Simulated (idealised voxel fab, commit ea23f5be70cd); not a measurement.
The following process module bears the name voxel plated lines.
Displayed cross-section: cut, width of 300 nm, square cells sized 5 nm.
Reading order for cross-sections: top band down to bottom band. Underlying form: a grid of square cells. Band size: one or more rows of cells.
Per band: top height and bottom height in nm, followed by the left-to-right materials and their widths in nm; "everywhere" marks a single material spanning edge to edge, "blank" marks empty space.
Zero point of the height axis is 0; under it, received wafer = one material. Lowest band: continues down indefinitely, "0..down".
Width "30..40": first value at the band's top row of cells, second value at its bottom row, equal change from row to row.
"no change" for a step: no cell of the cross-section changed in that step.
"Non-vented voids" lists enclosed empty spaces (at least 8 cells, no open path upward to the top), each as width x height at distance from the left edge, in nm.
Past the settings on a step's line: simulator remark, on that step.
What "overlay nm" on a step's line means: if the step has a mask, that mask lay this far to the right of its planned place, or, when the value is negative, to the left.

Set out below are the planned steps of the process:
1,RECEIVE | material Si
2,CONFORMAL_DEP | material Al2O3 | thk nm 15
3,DIRECTIONAL_DEP | material TiN | thk nm 5
4,PATTERN | tone open | mask id LINES | material resist | width nm 25 | pitch nm 55 | thk nm 35 | overlay nm 0
5,EPI | material Ru | thk nm 5
6,EPI | material Ru | thk nm 5
7,EPI | material Ru | thk nm 5
8,STRIP | etch materials resist
9,DIRECTIONAL_ETCH | etch materials TiN | depth nm 5
10,CONFORMAL_DEP | material SiN | thk nm 10

Cross-section of the wafer upon arrival, representing the state reached after step 1:
> 0..down: Si everywhere
> Non-vented voids: none

This is how the wafer looks in cross-section once the module is done, given the starting state and plan above and one mistake in carrying the plan out:
> 25..15: SiN everywhere
> 15..0: Al2O3 everywhere
> 0..down: Si everywhere
> Non-vented voids: none
Error vs. plan: not run: step 3 of the plan (skipped)
